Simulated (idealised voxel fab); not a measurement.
The process module that follows is named voxel wiring stack.
For reference, the cross-section in this document is cut, with width 190 nm and square cells of 5 nm.
A cross-section is written here as square cells arranged in a grid, and it is given in bands from the top down, each band taking up one or more rows of cells. In this notation a band is specified by the heights of its top and bottom, in that order and in nm, after which its materials appear from left to right, each paired with its width in nm. The word "everywhere" attached to a single material means that material fills the band from edge to edge; the word "blank" stands for empty space. Below 0: as-received wafer, all one material; heights counted from there. Lowest band: no bottom, goes on down, written "top 0, no bottom". Width "30 to 40": first value at the band's top row of cells, second value at its bottom row, equal change from row to row. "remained unchanged", as given for a step, is the statement that not any cell of the cross-section underwent a change during that step. Entry "Encapsulated voids" = empty spaces >= 8 cells with no open way to the top; each as width x height at distance, distance from left edge, all nm. Anything after a step's settings on that line? It's the simulator's own note about the step. A step's line can hold "overlay nm"; with a mask on that step, the setting says how far right of the planned place the mask lay, while a negative setting says it lay to the left.
Listed below are the process steps as planned:
1) RECEIVE, material Si
2) CONFORMAL_DEP, material SiO2, thk nm 10
3) DIRECTIONAL_DEP, material TiN, thk nm 5
4) DIRECTIONAL_DEP, material Ru, thk nm 20
5) PATTERN, tone cover, mask id METAL_1, material resist, width nm 20, pitch nm 45, thk nm 20, overlay nm 0
6) DIRECTIONAL_ETCH, etch materials Ru, depth nm 20
7) DIRECTIONAL_ETCH, etch materials TiN, depth nm 5
8) STRIP, etch materials resist
9) CONFORMAL_DEP, material SiN, thk nm 5
10) FILL_DEP, material SiO2, thk nm 5
11) CMP, height nm 35
12) CONFORMAL_DEP, material SiCN, thk nm 5
13) DIRECTIONAL_DEP, material lowk, thk nm 35
14) DIRECTIONAL_DEP, material aC, thk nm 10
15) PATTERN, tone open, mask id METAL_2, material resist, width nm 20, pitch nm 45, thk nm 25, overlay nm 0
16) DIRECTIONAL_ETCH, etch materials aC, depth nm 10
17) STRIP, etch materials resist
18) DIRECTIONAL_ETCH, etch materials lowk, depth nm 20
19) STRIP, etch materials aC
20) MASKED_ETCH, tone open, mask id METAL_2_HOLES, width nm 15, pitch nm 45, etch materials lowk, depth nm 15, overlay nm 0
21) MASKED_ETCH, tone open, mask id METAL_2_HOLES, width nm 15, pitch nm 45, etch materials SiCN, depth nm 5, overlay nm 0
22) CONFORMAL_DEP, material TiN, thk nm 5
23) FILL_DEP, material Cu, thk nm 5
24) CMP, height nm 75
25) CONFORMAL_DEP, material SiN, thk nm 5
As-received state of the wafer in cross-section, equivalent to post-step 1:
    top 0, no bottom: Si everywhere
    Encapsulated voids: none
Module complete, cross-section. Starting point and plan per above. One mistake made in running the module:
    top 80, bottom 75: SiN everywhere
    top 75, bottom 70: Cu everywhere
    top 70, bottom 65: TiN (65) | Cu (5) | TiN (40) | Cu (5) | TiN (75)
    top 65, bottom 55: lowk (60) | TiN (5) | Cu (5) | TiN (5) | lowk (30) | TiN (5) | Cu (5) | TiN (5) | lowk (70)
    top 55, bottom 50: lowk (60) | TiN (15) | lowk (30) | TiN (15) | lowk (70)
    top 50, bottom 40: aC everywhere
    top 40, bottom 35: SiCN everywhere
    top 35, bottom 15: SiO2 (55) | SiN (5) | Ru (20) | SiN (5) | SiO2 (15) | SiN (5) | Ru (20) | SiN (5) | SiO2 (60)
    top 15, bottom 10: SiN (60) | TiN (20) | SiN (25) | TiN (20) | SiN (65)
    top 10, bottom 0: SiO2 everywhere
    top 0, no bottom: Si everywhere
    Encapsulated voids: none
Diagnosis: contrary to the plan, steps 13 and 14 were processed in exchanged order
